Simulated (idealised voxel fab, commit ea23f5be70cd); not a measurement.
Title: Process Module voxel ribs on slabs
For reference, the cross-section in this document is cut, with width 155 nm and square cells of 5 nm.
We lay out every cross-section as a grid of square cells and spell it out in bands from the top down, where one band means one or more rows of cells.
What a band's entry tells you: where the top is and where the bottom is, as heights in nm, and after that what lies inside, material by material from left to right, each with its width in nm. Empty space is written as the word "empty", and a single material marked with the word "everywhere" occupies the band from edge to edge.
Height 0 is the level under which the wafer as received is all one material. The lowest band goes on downwards, as in "0 -> down".
Think of "30..40" as a width that walks from the first number to the second as you go down the band, top row to bottom row, taking equal-sized steps from row to row.
Take "remained the same" at face value: in the step it is given for, the cross-section changed in none of its cells.
Voids lacking openings: empty space of 8 cells or more with no open way to the top, each as width x height at its distance from the left edge, in nm
Past the settings on a step's line: simulator remark, on that step.
A step line may carry the setting "overlay nm", which, for steps involving a mask, states the distance by which the mask lay to the right of its intended position; negative values denote displacement to the left.
**Planned process steps**
1 RECEIVE with material Si
2 DIRECTIONAL_DEP with material SiO2, thk nm 25
3 DIRECTIONAL_DEP with material SiN, thk nm 20
4 DIRECTIONAL_DEP with material aC, thk nm 10
5 PATTERN with tone cover, mask id RIB, material resist, width nm 30, thk nm 25, overlay nm 0
6 DIRECTIONAL_ETCH with etch materials aC, depth nm 10
7 STRIP with etch materials resist
8 DIRECTIONAL_ETCH with etch materials SiN, depth nm 5
9 STRIP with etch materials aC
10 MASKED_ETCH with tone cover, mask id SLAB, width nm 90, etch materials SiN, depth nm 15, overlay nm 0
11 FILL_DEP with material SiO2, thk nm 25
12 CMP with height nm 60
13 DIRECTIONAL_DEP with material W, thk nm 5
14 DIRECTIONAL_DEP with material aC, thk nm 15
15 PATTERN with tone cover, mask id HEATER, material resist, width nm 40, thk nm 30, overlay nm 0
16 DIRECTIONAL_ETCH with etch materials aC, depth nm 15
17 STRIP with etch materials resist
18 DIRECTIONAL_ETCH with etch materials W, depth nm 5
19 STRIP with etch materials aC
20 CONFORMAL_DEP with material SiO2, thk nm 10
**Wafer as received: cross-section following step 1**
    0 -> down | Si everywhere
    Voids lacking openings: none
**Cross-section, end of module. Start: as above. Plan: as above. Execution: one mistake**
    65 -> 60 | 55 of empty / 40 of W / 60 of empty
    60 -> 45 | SiO2 everywhere
    45 -> 40 | 60 of SiO2 / 30 of SiN / 65 of SiO2
    40 -> 25 | 30 of SiO2 / 90 of SiN / 35 of SiO2
    25 -> 0 | SiO2 everywhere
    0 -> down | Si everywhere
    Voids lacking openings: none
Finding, execution versus plan: plan step 20 skipped
